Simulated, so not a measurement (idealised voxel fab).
You're looking at the process module voxel double patterning.
We display cut, a cross-section 200 nm in width whose square cells are each 5 nm.
If you're reading a cross-section in this doc, picture square cells in a grid; it comes to you as bands, top ones listed first down to the bottom, and a band can be one or more rows of cells.
The entry gives the band's vertical extent as a top height and a bottom height in nm, then its horizontal make-up as materials from left to right, each with a width in nm. "blank" stands for empty space; a single material marked "all across" fills the band edge to edge.
Height 0 is the level under which the wafer as received is all one material. The lowest band goes on downwards, as in "0 -> down".
When a width is written as two numbers, as in "30->40", the first number is the width in the top row of cells of the band and the second is the width in its bottom row, and the width changes by the same amount from each row to the next.
Where the words "changes: none" appear for a step, the cross-section shows no cell changed by that step; every cell remained as before.
Entry "Closed void register". Content: empty spaces with no open connection to the top, size 8 cells or greater. Each: width x height at distance. Distance: from left edge. Unit: nm.
On a step's line, text after the settings is the simulator commenting on that step.
You can add "overlay nm" to a step's line. For a step with a mask, it describes how far the mask lay to the right of its planned position, and a negative number describes a lay to the left.

-- Listed below are the process steps as planned
1: RECEIVE [material Si]
2: CONFORMAL_DEP [material SiO2] [thk nm 10]
3: DIRECTIONAL_DEP [material polySi] [thk nm 20]
4: DIRECTIONAL_DEP [material SiN] [thk nm 5]
5: MASKED_ETCH [tone open] [mask id FIRST] [width nm 15] [pitch nm 50] [etch materials SiN] [depth nm 5] [overlay nm 0]
6: PATTERN [tone open] [mask id SECOND] [material resist] [width nm 15] [pitch nm 50] [thk nm 15] [overlay nm 0]
7: DIRECTIONAL_ETCH [etch materials SiN] [depth nm 5]
8: STRIP [etch materials resist]
9: DIRECTIONAL_ETCH [etch materials polySi] [depth nm 20]
10: STRIP [etch materials SiN]

-- Cross-section of the wafer as it came to us, i.e., already through step 1
  0 -> down = Si all across
  Closed void register: none

-- Here's the wafer cut in cross-section after the module, started and planned just like above, except one thing was done wrong in the run
  35 -> 30 = SiO2 all across
  30 -> 10 = polySi all across
  10 -> 0 = SiO2 all across
  0 -> down = Si all across
  Closed void register: none
Nonconformance to the process plan: step 4 off recipe, ran as DIRECTIONAL_DEP [material SiO2] [thk nm 5]
